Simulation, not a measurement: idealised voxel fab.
Module name: voxel transistor to metal (process module)
Shown is cross-section cut, with a width of 210 nm and square cells of size 5 nm.
Cross-section spec: square-cell grid; bands listed top down; each band is one or more rows. Top, bottom (nm), then materials left to right with widths (nm); lone material tagged "full width" fills the whole band edge to edge; "blank" = empty space. Basically, 0 is our baseline, since under it the wafer straight out of the box is all one material. The bottom band has no lower end and keeps on going down, so it looks like "0 and below". Width: "30..40" (first number = top row, second number = bottom row, same change from row to row of cells). "no modifications" after a step means that no cell of the cross-section changed. Closed empty spaces (no open way to the top) of 8 cells or more are what "Closed void catalog" lists, each as width x height at distance from the left edge, nm for all three. Step line, after settings: the simulator's comment on this step. The optional step-line setting "overlay nm" applies to steps with a mask and quantifies how far to the right of its planned location the mask lay, a negative value indicating leftward placement. So the way this works: pairs, before and after one process step. The after picture only goes down to the lowest band that actually changed, nothing below. Step and its settings are under each pair. And watch out, pairs might come from different runs of this module, same starting wafer though, so a pair only follows on from the one above if its "Pre-process state" entry tells you so.
Pre-process state
* 0 and below  Si full width
* Closed void catalog: none
Sectional View, Post-Process
* 5 down to 0  SiO2 full width
* At heights below 0, the structure remains unaltered.
* Closed void catalog: none
Between before and after as drawn above: CONFORMAL_DEP: material SiO2, thk nm 5
Pre-process state: starting point is the after cross-section of the pair just above.
Sectional View, Post-Process
* 20 down to 5  SiN full width
* At heights below 5, the structure remains unaltered.
* Closed void catalog: none
Between before and after as drawn above: CONFORMAL_DEP: material SiN, thk nm 15
Pre-process state: starting point is the after cross-section of the pair just above.
Sectional View, Post-Process
* 30 down to 20  aC full width
* At heights below 20, the structure remains unaltered.
* Closed void catalog: none
Between before and after as drawn above: DIRECTIONAL_DEP: material aC, thk nm 10
Pre-process state: starting point is the after cross-section of the pair just above.
Sectional View, Post-Process
* 60 down to 30  blank: 50 / resist: 105 / blank: 55
* At heights below 30, the structure remains unaltered.
* Closed void catalog: none
Between before and after as drawn above: PATTERN: tone cover, mask id ACTIVE, material resist, width nm 105, thk nm 30, overlay nm 0
Pre-process state: starting point is the after cross-section of the pair just above.
Sectional View, Post-Process
* 50 down to 30  blank: 50 / resist: 105 / blank: 55
* 30 down to 20  blank: 50 / aC: 105 / blank: 55
* At heights below 20, the structure remains unaltered.
* Closed void catalog: none
Between before and after as drawn above: DIRECTIONAL_ETCH: etch materials aC, depth nm 10
Pre-process state: starting point is the after cross-section of the pair just above.
Sectional View, Post-Process
* 30 down to 20  blank: 50 / aC: 105 / blank: 55
* At heights below 20, the structure remains unaltered.
* Closed void catalog: none
Between before and after as drawn above: STRIP: etch materials resist
Pre-process state: starting point is the after cross-section of the pair just above.
Sectional View, Post-Process
* 30 down to 20  blank: 50 / aC: 105 / blank: 55
* 20 down to 5  blank: 50 / SiN: 105 / blank: 55
* At heights below 5, the structure remains unaltered.
* Closed void catalog: none
Between before and after as drawn above: DIRECTIONAL_ETCH: etch materials SiN, depth nm 15
Pre-process state: starting point is the after cross-section of the pair just above.
Sectional View, Post-Process
* 30 down to 20  blank: 50 / aC: 105 / blank: 55
* 20 down to 5  blank: 50 / SiN: 105 / blank: 55
* 5 down to 0  blank: 50 / SiO2: 105 / blank: 55
* At heights below 0, the structure remains unaltered.
* Closed void catalog: none
Between before and after as drawn above: DIRECTIONAL_ETCH: etch materials SiO2, depth nm 5
Pre-process state: starting point is the after cross-section of the pair just above.
Sectional View, Post-Process
* 30 down to 20  blank: 50 / aC: 105 / blank: 55
* 20 down to 5  blank: 50 / SiN: 105 / blank: 55
* 5 down to 0  blank: 50 / SiO2: 105 / blank: 55
* 0 down to -25  blank: 50 / Si: 105 / blank: 55
* At heights below -25, the structure remains unaltered.
* Closed void catalog: none
Between before and after as drawn above: DIRECTIONAL_ETCH: etch materials Si, depth nm 25
Pre-process state: starting point is the after cross-section of the pair just above.
Sectional View, Post-Process
* 20 down to 5  blank: 50 / SiN: 105 / blank: 55
* At heights below 5, the structure remains unaltered.
* Closed void catalog: none
Between before and after as drawn above: STRIP: etch materials aC
Pre-process state: starting point is the after cross-section of the pair just above.
Sectional View, Post-Process
* 20 down to 5  blank: 50 / SiN: 105 / blank: 55
* 5 down to 0  blank: 50 / SiO2: 105 / blank: 55
* 0 down to -25  blank: 50 / SiO2: 5 / Si: 95 / SiO2: 5 / blank: 55
* -25 down to -30  SiO2: 55 / Si: 95 / SiO2: 60
* At heights below -30, the structure remains unaltered.
* Closed void catalog: none
Between before and after as drawn above: OXIDIZE: depth nm 5
Pre-process state: starting point is the after cross-section of the pair just above.
Sectional View, Post-Process
* 25 down to 20  SiO2 full width
* 20 down to 5  SiO2: 50 / SiN: 105 / SiO2: 55
* 5 down to 0  SiO2 full width
* 0 down to -30  SiO2: 55 / Si: 95 / SiO2: 60
* At heights below -30, the structure remains unaltered.
* Closed void catalog: none
Between before and after as drawn above: FILL_DEP: material SiO2, thk nm 5
Pre-process state: starting point is the after cross-section of the pair just above.
Sectional View, Post-Process
* 20 down to 5  SiO2: 50 / SiN: 105 / SiO2: 55
* At heights below 5, the structure remains unaltered.
* Closed void catalog: none
Between before and after as drawn above: CMP: height nm 20
Pre-process state: starting point is the after cross-section of the pair just above.
Sectional View, Post-Process
* 20 down to 10  blank: 50 / SiN: 105 / blank: 55
* At heights below 10, the structure remains unaltered.
* Closed void catalog: none
Between before and after as drawn above: SELECTIVE_ETCH: etch materials SiO2, depth nm 10
Pre-process state: starting point is the after cross-section of the pair just above.
Sectional View, Post-Process
* 10 down to 5  SiO2: 50 / blank: 105 / SiO2: 55
* At heights below 5, the structure remains unaltered.
* Closed void catalog: none
Between before and after as drawn above: STRIP: etch materials SiN
Pre-process state: starting point is the after cross-section of the pair just above.
Sectional View, Post-Process
* 5 down to 0  SiO2: 45 / blank: 115 / SiO2: 50
* At heights below 0, the structure remains unaltered.
* Closed void catalog: none
Between before and after as drawn above: SELECTIVE_ETCH: etch materials SiO2, depth nm 5
Pre-process state: starting point is the after cross-section of the pair just above.
Sectional View, Post-Process
* 5 down to 0  SiO2: 45 / blank: 115 / SiO2: 50
* 0 down to -5  SiO2 full width
* At heights below -5, the structure remains unaltered.
* Closed void catalog: none
Between before and after as drawn above: OXIDIZE: depth nm 5
Pre-process state: starting point is the after cross-section of the pair just above.
Sectional View, Post-Process
* 35 down to 30  polySi: 45 / blank: 115 / polySi: 50
* 30 down to 5  polySi full width
* 5 down to 0  SiO2: 45 / polySi: 115 / SiO2: 50
* At heights below 0, the structure remains unaltered.
* Closed void catalog: none
Between before and after as drawn above: DIRECTIONAL_DEP: material polySi, thk nm 30
Pre-process state: starting point is the after cross-section of the pair just above.
Sectional View, Post-Process
* 50 down to 45  SiCN: 45 / blank: 115 / SiCN: 50
* 45 down to 35  SiCN full width
* 35 down to 30  polySi: 45 / SiCN: 115 / polySi: 50
* At heights below 30, the structure remains unaltered.
* Closed void catalog: none
Between before and after as drawn above: DIRECTIONAL_DEP: material SiCN, thk nm 15
Pre-process state: starting point is the after cross-section of the pair just above.
Sectional View, Post-Process
* 45 down to 35  blank: 90 / SiCN: 25 / blank: 95
* 35 down to 30  polySi: 45 / blank: 45 / SiCN: 25 / blank: 45 / polySi: 50
* At heights below 30, the structure remains unaltered.
* Closed void catalog: none
Between before and after as drawn above: MASKED_ETCH: tone cover, mask id GATE, width nm 25, etch materials SiCN, depth nm 25, overlay nm 0
Pre-process state: starting point is the after cross-section of the pair just above.
Sectional View, Post-Process
* 45 down to 30  blank: 90 / SiCN: 25 / blank: 95
* 30 down to 5  blank: 90 / polySi: 25 / blank: 95
* 5 down to 0  SiO2: 45 / blank: 45 / polySi: 25 / blank: 45 / SiO2: 50
* At heights below 0, the structure remains unaltered.
* Closed void catalog: none
Between before and after as drawn above: MASKED_ETCH: tone cover, mask id GATE, width nm 25, etch materials polySi, depth nm 40, overlay nm 0
Pre-process state: starting point is the after cross-section of the pair just above.
Sectional View, Post-Process
* 50 down to 45  blank: 85 / SiO2: 35 / blank: 90
* 45 down to 30  blank: 85 / SiO2: 5 / SiCN: 25 / SiO2: 5 / blank: 90
* 30 down to 10  blank: 85 / SiO2: 5 / polySi: 25 / SiO2: 5 / blank: 90
* 10 down to 5  SiO2: 50 / blank: 35 / SiO2: 5 / polySi: 25 / SiO2: 5 / blank: 35 / SiO2: 55
* 5 down to 0  SiO2: 90 / polySi: 25 / SiO2: 95
* At heights below 0, the structure remains unaltered.
* Closed void catalog: none
Between before and after as drawn above: CONFORMAL_DEP: material SiO2, thk nm 5
Pre-process state: starting point is the after cross-section of the pair just above.
Sectional View, Post-Process
* 45 down to 30  blank: 85 / SiO2: 5 / SiCN: 25 / SiO2: 5 / blank: 90
* 30 down to 5  blank: 85 / SiO2: 5 / polySi: 25 / SiO2: 5 / blank: 90
* 5 down to 0  SiO2: 50 / blank: 35 / SiO2: 5 / polySi: 25 / SiO2: 5 / blank: 35 / SiO2: 55
* At heights below 0, the structure remains unaltered.
* Closed void catalog: none
Between before and after as drawn above: DIRECTIONAL_ETCH: etch materials SiO2, depth nm 5
Pre-process state: starting point is the after cross-section of the pair just above.
Sectional View, Post-Process
* 50 down to 45  blank: 80 / SiN: 45 / blank: 85
* 45 down to 30  blank: 80 / SiN: 5 / SiO2: 5 / SiCN: 25 / SiO2: 5 / SiN: 5 / blank: 85
* 30 down to 10  blank: 80 / SiN: 5 / SiO2: 5 / polySi: 25 / SiO2: 5 / SiN: 5 / blank: 85
* 10 down to 5  SiN: 55 / blank: 25 / SiN: 5 / SiO2: 5 / polySi: 25 / SiO2: 5 / SiN: 5 / blank: 25 / SiN: 60
* 5 down to 0  SiO2: 50 / SiN: 35 / SiO2: 5 / polySi: 25 / SiO2: 5 / SiN: 35 / SiO2: 55
* At heights below 0, the structure remains unaltered.
* Closed void catalog: none
Between before and after as drawn above: CONFORMAL_DEP: material SiN, thk nm 5
Pre-process state: starting point is the after cross-section of the pair just above.
Sectional View, Post-Process
* 45 down to 30  blank: 80 / SiN: 5 / SiO2: 5 / SiCN: 25 / SiO2: 5 / SiN: 5 / blank: 85
* 30 down to 5  blank: 80 / SiN: 5 / SiO2: 5 / polySi: 25 / SiO2: 5 / SiN: 5 / blank: 85
* 5 down to 0  SiO2: 50 / SiN: 5 / blank: 25 / SiN: 5 / SiO2: 5 / polySi: 25 / SiO2: 5 / SiN: 5 / blank: 25 / SiN: 5 / SiO2: 55
* At heights below 0, the structure remains unaltered.
* Closed void catalog: none
Between before and after as drawn above: DIRECTIONAL_ETCH: etch materials SiN, depth nm 5
Pre-process state: starting point is the after cross-section of the pair just above.
Sectional View, Post-Process
* 45 down to 40  blank: 80 / SiN: 5 / blank: 5 / SiCN: 25 / blank: 5 / SiN: 5 / blank: 85
* 40 down to 30  blank: 80 / SiN: 5 / SiO2: 5 / SiCN: 25 / SiO2: 5 / SiN: 5 / blank: 85
* 30 down to 5  blank: 80 / SiN: 5 / SiO2: 5 / polySi: 25 / SiO2: 5 / SiN: 5 / blank: 85
* 5 down to 0  blank: 50 / SiN: 5 / blank: 25 / SiN: 5 / SiO2: 5 / polySi: 25 / SiO2: 5 / SiN: 5 / blank: 25 / SiN: 5 / blank: 55
* 0 down to -5  SiO2: 55 / blank: 25 / SiO2: 45 / blank: 25 / SiO2: 60
* At heights below -5, the structure remains unaltered.
* Closed void catalog: none
Between before and after as drawn above: DIRECTIONAL_ETCH: etch materials SiO2, depth nm 5
Pre-process state: starting point is the after cross-section of the pair just above.
Sectional View, Post-Process
* 45 down to 40  blank: 80 / SiN: 5 / blank: 5 / SiCN: 25 / blank: 5 / SiN: 5 / blank: 85
* 40 down to 30  blank: 80 / SiN: 5 / SiO2: 5 / SiCN: 25 / SiO2: 5 / SiN: 5 / blank: 85
* 30 down to 5  blank: 80 / SiN: 5 / SiO2: 5 / polySi: 25 / SiO2: 5 / SiN: 5 / blank: 85
* 5 down to 0  blank: 50 / SiN: 5 / blank: 25 / SiN: 5 / SiO2: 5 / polySi: 25 / SiO2: 5 / SiN: 5 / blank: 25 / SiN: 5 / blank: 55
* 0 down to -5  SiO2: 55 / blank: 25 / SiO2: 45 / blank: 25 / SiO2: 60
* -5 down to -10  SiO2: 55 / blank: 25 / Si: 45 / blank: 25 / SiO2: 60
* At heights below -10, the structure remains unaltered.
* Closed void catalog: none
Between before and after as drawn above: DIRECTIONAL_ETCH: etch materials Si, depth nm 5
Pre-process state: starting point is the after cross-section of the pair just above.
Sectional View, Post-Process
* 45 down to 40  blank: 80 / SiN: 5 / blank: 5 / SiCN: 25 / blank: 5 / SiN: 5 / blank: 85
* 40 down to 30  blank: 80 / SiN: 5 / SiO2: 5 / SiCN: 25 / SiO2: 5 / SiN: 5 / blank: 85
* 30 down to 5  blank: 80 / SiN: 5 / SiO2: 5 / polySi: 25 / SiO2: 5 / SiN: 5 / blank: 85
* 5 down to 0  blank: 50 / SiN: 5 / blank: 25 / SiN: 5 / SiO2: 5 / polySi: 25 / SiO2: 5 / SiN: 5 / blank: 25 / SiN: 5 / blank: 55
* 0 down to -5  SiO2: 55 / blank: 20 / SiGe: 5 / SiO2: 45 / SiGe: 5 / blank: 20 / SiO2: 60
* -5 down to -10  SiO2: 55 / SiGe: 25 / Si: 45 / SiGe: 25 / SiO2: 60
* At heights below -10, the structure remains unaltered.
* Closed void catalog: none
Between before and after as drawn above: EPI: material SiGe, thk nm 5
Pre-process state: starting point is the after cross-section of the pair just above.
Sectional View, Post-Process
* 50 down to 45  SiO2 full width
* 45 down to 30  SiO2: 80 / SiN: 5 / SiO2: 5 / SiCN: 25 / SiO2: 5 / SiN: 5 / SiO2: 85
* 30 down to 5  SiO2: 80 / SiN: 5 / SiO2: 5 / polySi: 25 / SiO2: 5 / SiN: 5 / SiO2: 85
* 5 down to 0  SiO2: 50 / SiN: 5 / SiO2: 25 / SiN: 5 / SiO2: 5 / polySi: 25 / SiO2: 5 / SiN: 5 / SiO2: 25 / SiN: 5 / SiO2: 55
* 0 down to -5  SiO2: 75 / SiGe: 5 / SiO2: 45 / SiGe: 5 / SiO2: 80
* At heights below -5, the structure remains unaltered.
* Closed void catalog: none
Between before and after as drawn above: FILL_DEP: material SiO2, thk nm 5
Pre-process state: starting point is the after cross-section of the pair just above.
Sectional View, Post-Process
* 30 down to 5  SiO2: 80 / SiN: 5 / SiO2: 5 / polySi: 25 / SiO2: 5 / SiN: 5 / SiO2: 85
* At heights below 5, the structure remains unaltered.
* Closed void catalog: none
Between before and after as drawn above: CMP: height nm 30
Pre-process state: starting point is the after cross-section of the pair just above.
Sectional View, Post-Process
* 30 down to 5  SiO2: 80 / SiN: 5 / SiO2: 5 / blank: 25 / SiO2: 5 / SiN: 5 / SiO2: 85
* 5 down to 0  SiO2: 50 / SiN: 5 / SiO2: 25 / SiN: 5 / SiO2: 5 / blank: 25 / SiO2: 5 / SiN: 5 / SiO2: 25 / SiN: 5 / SiO2: 55
* At heights below 0, the structure remains unaltered.
* Closed void catalog: none
Between before and after as drawn above: STRIP: etch materials polySi
Pre-process state: starting point is the after cross-section of the pair just above.
Sectional View, Post-Process
* 30 down to 25  blank: 80 / SiN: 5 / blank: 35 / SiN: 5 / blank: 85
* 25 down to 5  SiO2: 80 / SiN: 5 / blank: 35 / SiN: 5 / SiO2: 85
* 5 down to 0  SiO2: 50 / SiN: 5 / SiO2: 25 / SiN: 5 / blank: 35 / SiN: 5 / SiO2: 25 / SiN: 5 / SiO2: 55
* 0 down to -5  SiO2: 75 / SiGe: 5 / SiO2: 5 / blank: 35 / SiO2: 5 / SiGe: 5 / SiO2: 80
* At heights below -5, the structure remains unaltered.
* Closed void catalog: none
Between before and after as drawn above: SELECTIVE_ETCH: etch materials SiO2, depth nm 5
Pre-process state: starting point is the after cross-section of the pair just above.
Sectional View, Post-Process
* 35 down to 30  blank: 75 / HfO2: 15 / blank: 25 / HfO2: 15 / blank: 80
* 30 down to 25  HfO2: 80 / SiN: 5 / HfO2: 5 / blank: 25 / HfO2: 5 / SiN: 5 / HfO2: 85
* 25 down to 5  SiO2: 80 / SiN: 5 / HfO2: 5 / blank: 25 / HfO2: 5 / SiN: 5 / SiO2: 85
* 5 down to 0  SiO2: 50 / SiN: 5 / SiO2: 25 / SiN: 5 / HfO2: 5 / blank: 25 / HfO2: 5 / SiN: 5 / SiO2: 25 / SiN: 5 / SiO2: 55
* 0 down to -5  SiO2: 75 / SiGe: 5 / SiO2: 5 / HfO2: 35 / SiO2: 5 / SiGe: 5 / SiO2: 80
* At heights below -5, the structure remains unaltered.
* Closed void catalog: none
Between before and after as drawn above: CONFORMAL_DEP: material HfO2, thk nm 5
Pre-process state: starting point is the after cross-section of the pair just above.
Sectional View, Post-Process
* 40 down to 35  blank: 70 / TiN: 25 / blank: 15 / TiN: 25 / blank: 75
* 35 down to 30  TiN: 75 / HfO2: 15 / TiN: 5 / blank: 15 / TiN: 5 / HfO2: 15 / TiN: 80
* 30 down to 25  HfO2: 80 / SiN: 5 / HfO2: 5 / TiN: 5 / blank: 15 / TiN: 5 / HfO2: 5 / SiN: 5 / HfO2: 85
* 25 down to 5  SiO2: 80 / SiN: 5 / HfO2: 5 / TiN: 5 / blank: 15 / TiN: 5 / HfO2: 5 / SiN: 5 / SiO2: 85
* 5 down to 0  SiO2: 50 / SiN: 5 / SiO2: 25 / SiN: 5 / HfO2: 5 / TiN: 25 / HfO2: 5 / SiN: 5 / SiO2: 25 / SiN: 5 / SiO2: 55
* At heights below 0, the structure remains unaltered.
* Closed void catalog: none
Between before and after as drawn above: CONFORMAL_DEP: material TiN, thk nm 5
Pre-process state: starting point is the after cross-section of the pair just above.
Sectional View, Post-Process
* 50 down to 40  W full width
* 40 down to 35  W: 70 / TiN: 25 / W: 15 / TiN: 25 / W: 75
* 35 down to 30  TiN: 75 / HfO2: 15 / TiN: 5 / W: 15 / TiN: 5 / HfO2: 15 / TiN: 80
* 30 down to 25  HfO2: 80 / SiN: 5 / HfO2: 5 / TiN: 5 / W: 15 / TiN: 5 / HfO2: 5 / SiN: 5 / HfO2: 85
* 25 down to 5  SiO2: 80 / SiN: 5 / HfO2: 5 / TiN: 5 / W: 15 / TiN: 5 / HfO2: 5 / SiN: 5 / SiO2: 85
* At heights below 5, the structure remains unaltered.
* Closed void catalog: none
Between before and after as drawn above: FILL_DEP: material W, thk nm 10
Pre-process state: starting point is the after cross-section of the pair just above.
Sectional View, Post-Process
* 25 down to 5  SiO2: 80 / SiN: 5 / HfO2: 5 / TiN: 5 / W: 15 / TiN: 5 / HfO2: 5 / SiN: 5 / SiO2: 85
* At heights below 5, the structure remains unaltered.
* Closed void catalog: none
Between before and after as drawn above: CMP: height nm 25
Pre-process state: starting point is the after cross-section of the pair just above.
Sectional View, Post-Process
* 40 down to 25  SiO2 full width
* At heights below 25, the structure remains unaltered.
* Closed void catalog: none
Between before and after as drawn above: DIRECTIONAL_DEP: material SiO2, thk nm 15
Pre-process state: starting point is the after cross-section of the pair just above.
Sectional View, Post-Process
* 55 down to 40  aC full width
* At heights below 40, the structure remains unaltered.
* Closed void catalog: none
Between before and after as drawn above: DIRECTIONAL_DEP: material aC, thk nm 15
Pre-process state: starting point is the after cross-section of the pair just above.
Sectional View, Post-Process
* 85 down to 55  resist: 55 / blank: 20 / resist: 55 / blank: 20 / resist: 60
* At heights below 55, the structure remains unaltered.
* Closed void catalog: none
Between before and after as drawn above: PATTERN: tone open, mask id CONTACT, material resist, width nm 20, pitch nm 75, thk nm 30, overlay nm 0
Pre-process state: starting point is the after cross-section of the pair just above.
Sectional View, Post-Process
* 70 down to 55  resist: 55 / blank: 20 / resist: 55 / blank: 20 / resist: 60
* 55 down to 40  aC: 55 / blank: 20 / aC: 55 / blank: 20 / aC: 60
* At heights below 40, the structure remains unaltered.
* Closed void catalog: none
Between before and after as drawn above: DIRECTIONAL_ETCH: etch materials aC, depth nm 15
Pre-process state: starting point is the after cross-section of the pair just above.
Sectional View, Post-Process
* 55 down to 40  aC: 55 / blank: 20 / aC: 55 / blank: 20 / aC: 60
* At heights below 40, the structure remains unaltered.
* Closed void catalog: none
Between before and after as drawn above: STRIP: etch materials resist
Pre-process state: starting point is the after cross-section of the pair just above.
Sectional View, Post-Process
* 55 down to 40  aC: 55 / blank: 20 / aC: 55 / blank: 20 / aC: 60
* 40 down to 25  SiO2: 55 / blank: 20 / SiO2: 55 / blank: 20 / SiO2: 60
* 25 down to 5  SiO2: 55 / blank: 20 / SiO2: 5 / SiN: 5 / HfO2: 5 / TiN: 5 / W: 15 / TiN: 5 / HfO2: 5 / SiN: 5 / SiO2: 5 / blank: 20 / SiO2: 60
* 5 down to 0  SiO2: 50 / SiN: 5 / blank: 20 / SiO2: 5 / SiN: 5 / HfO2: 5 / TiN: 25 / HfO2: 5 / SiN: 5 / SiO2: 5 / blank: 20 / SiN: 5 / SiO2: 55
* 0 down to -5  SiO2: 55 / blank: 20 / SiGe: 5 / SiO2: 5 / HfO2: 35 / SiO2: 5 / SiGe: 5 / blank: 20 / SiO2: 60
* At heights below -5, the structure remains unaltered.
* Closed void catalog: none
Between before and after as drawn above: DIRECTIONAL_ETCH: etch materials SiO2, depth nm 45
Pre-process state: starting point is the after cross-section of the pair just above.
Sectional View, Post-Process
* 40 down to 25  SiO2: 55 / blank: 20 / SiO2: 55 / blank: 20 / SiO2: 60
* At heights below 25, the structure remains unaltered.
* Closed void catalog: none
Between before and after as drawn above: STRIP: etch materials aC
Pre-process state: starting point is the after cross-section of the pair just above.
Sectional View, Post-Process
* 45 down to 40  TiN: 60 / blank: 10 / TiN: 65 / blank: 10 / TiN: 65
* 40 down to 25  SiO2: 55 / TiN: 5 / blank: 10 / TiN: 5 / SiO2: 55 / TiN: 5 / blank: 10 / TiN: 5 / SiO2: 60
* 25 down to 5  SiO2: 55 / TiN: 5 / blank: 10 / TiN: 5 / SiO2: 5 / SiN: 5 / HfO2: 5 / TiN: 5 / W: 15 / TiN: 5 / HfO2: 5 / SiN: 5 / SiO2: 5 / TiN: 5 / blank: 10 / TiN: 5 / SiO2: 60
* 5 down to 0  SiO2: 50 / SiN: 5 / TiN: 5 / blank: 10 / TiN: 5 / SiO2: 5 / SiN: 5 / HfO2: 5 / TiN: 25 / HfO2: 5 / SiN: 5 / SiO2: 5 / TiN: 5 / blank: 10 / TiN: 5 / SiN: 5 / SiO2: 55
* 0 down to -5  SiO2: 55 / TiN: 20 / SiGe: 5 / SiO2: 5 / HfO2: 35 / SiO2: 5 / SiGe: 5 / TiN: 20 / SiO2: 60
* At heights below -5, the structure remains unaltered.
* Closed void catalog: none
Between before and after as drawn above: CONFORMAL_DEP: material TiN, thk nm 5
Pre-process state: starting point is the after cross-section of the pair just above.
Sectional View, Post-Process
* 50 down to 45  W full width
* 45 down to 40  TiN: 60 / W: 10 / TiN: 65 / W: 10 / TiN: 65
* 40 down to 25  SiO2: 55 / TiN: 5 / W: 10 / TiN: 5 / SiO2: 55 / TiN: 5 / W: 10 / TiN: 5 / SiO2: 60
* 25 down to 5  SiO2: 55 / TiN: 5 / W: 10 / TiN: 5 / SiO2: 5 / SiN: 5 / HfO2: 5 / TiN: 5 / W: 15 / TiN: 5 / HfO2: 5 / SiN: 5 / SiO2: 5 / TiN: 5 / W: 10 / TiN: 5 / SiO2: 60
* 5 down to 0  SiO2: 50 / SiN: 5 / TiN: 5 / W: 10 / TiN: 5 / SiO2: 5 / SiN: 5 / HfO2: 5 / TiN: 25 / HfO2: 5 / SiN: 5 / SiO2: 5 / TiN: 5 / W: 10 / TiN: 5 / SiN: 5 / SiO2: 55
* At heights below 0, the structure remains unaltered.
* Closed void catalog: none
Between before and after as drawn above: FILL_DEP: material W, thk nm 5
Pre-process state: starting point is the after cross-section of the pair just above.
Sectional View, Post-Process
* 40 down to 25  SiO2: 55 / TiN: 5 / W: 10 / TiN: 5 / SiO2: 55 / TiN: 5 / W: 10 / TiN: 5 / SiO2: 60
* At heights below 25, the structure remains unaltered.
* Closed void catalog: none
Between before and after as drawn above: CMP: height nm 40
Pre-process state: starting point is the after cross-section of the pair just above.
Sectional View, Post-Process
* 45 down to 40  SiN full width
* At heights below 40, the structure remains unaltered.
* Closed void catalog: none
Between before and after as drawn above: CONFORMAL_DEP: material SiN, thk nm 5
Pre-process state: starting point is the after cross-section of the pair just above.
Sectional View, Post-Process
* 60 down to 45  SiO2 full width
* At heights below 45, the structure remains unaltered.
* Closed void catalog: none
Between before and after as drawn above: DIRECTIONAL_DEP: material SiO2, thk nm 15
Pre-process state: starting point is the after cross-section of the pair just above.
Sectional View, Post-Process
* 60 down to 45  SiO2: 55 / blank: 20 / SiO2: 55 / blank: 20 / SiO2: 60
* At heights below 45, the structure remains unaltered.
* Closed void catalog: none
Between before and after as drawn above: MASKED_ETCH: tone open, mask id METAL_1, width nm 20, pitch nm 75, etch materials SiO2, depth nm 15, overlay nm 0
Pre-process state: starting point is the after cross-section of the pair just above.
Sectional View, Post-Process
* 60 down to 45  SiO2: 55 / blank: 20 / SiO2: 55 / blank: 20 / SiO2: 60
* 45 down to 40  SiN: 55 / blank: 20 / SiN: 55 / blank: 20 / SiN: 60
* At heights below 40, the structure remains unaltered.
* Closed void catalog: none
Between before and after as drawn above: MASKED_ETCH: tone open, mask id METAL_1, width nm 20, pitch nm 75, etch materials SiN, depth nm 5, overlay nm 0
Pre-process state: starting point is the after cross-section of the pair just above.
Sectional View, Post-Process
* 65 down to 60  TiN: 60 / blank: 10 / TiN: 65 / blank: 10 / TiN: 65
* 60 down to 45  SiO2: 55 / TiN: 5 / blank: 10 / TiN: 5 / SiO2: 55 / TiN: 5 / blank: 10 / TiN: 5 / SiO2: 60
* 45 down to 40  SiN: 55 / TiN: 20 / SiN: 55 / TiN: 20 / SiN: 60
* At heights below 40, the structure remains unaltered.
* Closed void catalog: none
Between before and after as drawn above: CONFORMAL_DEP: material TiN, thk nm 5
Pre-process state: starting point is the after cross-section of the pair just above.
Sectional View, Post-Process
* 70 down to 65  Cu full width
* 65 down to 60  TiN: 60 / Cu: 10 / TiN: 65 / Cu: 10 / TiN: 65
* 60 down to 45  SiO2: 55 / TiN: 5 / Cu: 10 / TiN: 5 / SiO2: 55 / TiN: 5 / Cu: 10 / TiN: 5 / SiO2: 60
* At heights below 45, the structure remains unaltered.
* Closed void catalog: none
Between before and after as drawn above: FILL_DEP: material Cu, thk nm 5
Pre-process state: starting point is the after cross-section of the pair just above.
Sectional View, Post-Process
* 60 down to 45  SiO2: 55 / TiN: 5 / Cu: 10 / TiN: 5 / SiO2: 55 / TiN: 5 / Cu: 10 / TiN: 5 / SiO2: 60
* At heights below 45, the structure remains unaltered.
* Closed void catalog: none
Between before and after as drawn above: CMP: height nm 60
Pre-process state: starting point is the after cross-section of the pair just above.
Sectional View, Post-Process
* 65 down to 60  blank: 50 / Ru: 30 / blank: 45 / Ru: 30 / blank: 55
* At heights below 60, the structure remains unaltered.
* Closed void catalog: none
Between before and after as drawn above: EPI: material Ru, thk nm 5
Pre-process state: starting point is the after cross-section of the pair just above.
Sectional View, Post-Process
* 70 down to 65  SiCN full width
* 65 down to 60  SiCN: 50 / Ru: 30 / SiCN: 45 / Ru: 30 / SiCN: 55
* At heights below 60, the structure remains unaltered.
* Closed void catalog: none
Between before and after as drawn above: FILL_DEP: material SiCN, thk nm 5
Pre-process state
* 30 down to 25  blank: 80 / SiN: 5 / blank: 35 / SiN: 5 / blank: 85
* 25 down to 5  SiO2: 80 / SiN: 5 / blank: 35 / SiN: 5 / SiO2: 85
* 5 down to 0  SiO2: 50 / SiN: 5 / SiO2: 25 / SiN: 5 / blank: 35 / SiN: 5 / SiO2: 25 / SiN: 5 / SiO2: 55
* 0 down to -5  SiO2: 75 / SiGe: 5 / SiO2: 5 / blank: 35 / SiO2: 5 / SiGe: 5 / SiO2: 80
* -5 down to -10  SiO2: 55 / SiGe: 25 / Si: 45 / SiGe: 25 / SiO2: 60
* -10 down to -30  SiO2: 55 / Si: 95 / SiO2: 60
* -30 and below  Si full width
* Closed void catalog: none
Sectional View, Post-Process
* 35 down to 30  blank: 75 / TiN: 15 / blank: 25 / TiN: 15 / blank: 80
* 30 down to 25  TiN: 80 / SiN: 5 / TiN: 5 / blank: 25 / TiN: 5 / SiN: 5 / TiN: 85
* 25 down to 5  SiO2: 80 / SiN: 5 / TiN: 5 / blank: 25 / TiN: 5 / SiN: 5 / SiO2: 85
* 5 down to 0  SiO2: 50 / SiN: 5 / SiO2: 25 / SiN: 5 / TiN: 5 / blank: 25 / TiN: 5 / SiN: 5 / SiO2: 25 / SiN: 5 / SiO2: 55
* 0 down to -5  SiO2: 75 / SiGe: 5 / SiO2: 5 / TiN: 35 / SiO2: 5 / SiGe: 5 / SiO2: 80
* At heights below -5, the structure remains unaltered.
* Closed void catalog: none
Between before and after as drawn above: CONFORMAL_DEP: material TiN, thk nm 5
Pre-process state: starting point is the after cross-section of the pair just above.
Sectional View, Post-Process
* 45 down to 35  W full width
* 35 down to 30  W: 75 / TiN: 15 / W: 25 / TiN: 15 / W: 80
* 30 down to 25  TiN: 80 / SiN: 5 / TiN: 5 / W: 25 / TiN: 5 / SiN: 5 / TiN: 85
* 25 down to 5  SiO2: 80 / SiN: 5 / TiN: 5 / W: 25 / TiN: 5 / SiN: 5 / SiO2: 85
* 5 down to 0  SiO2: 50 / SiN: 5 / SiO2: 25 / SiN: 5 / TiN: 5 / W: 25 / TiN: 5 / SiN: 5 / SiO2: 25 / SiN: 5 / SiO2: 55
* At heights below 0, the structure remains unaltered.
* Closed void catalog: none
Between before and after as drawn above: FILL_DEP: material W, thk nm 10
Pre-process state: starting point is the after cross-section of the pair just above.
Sectional View, Post-Process
* 25 down to 5  SiO2: 80 / SiN: 5 / TiN: 5 / W: 25 / TiN: 5 / SiN: 5 / SiO2: 85
* At heights below 5, the structure remains unaltered.
* Closed void catalog: none
Between before and after as drawn above: CMP: height nm 25
Pre-process state: starting point is the after cross-section of the pair just above.
Sectional View, Post-Process
* 40 down to 25  SiO2 full width
* At heights below 25, the structure remains unaltered.
* Closed void catalog: none
Between before and after as drawn above: DIRECTIONAL_DEP: material SiO2, thk nm 15
Pre-process state: starting point is the after cross-section of the pair just above.
Sectional View, Post-Process
* 55 down to 40  aC full width
* At heights below 40, the structure remains unaltered.
* Closed void catalog: none
Between before and after as drawn above: DIRECTIONAL_DEP: material aC, thk nm 15
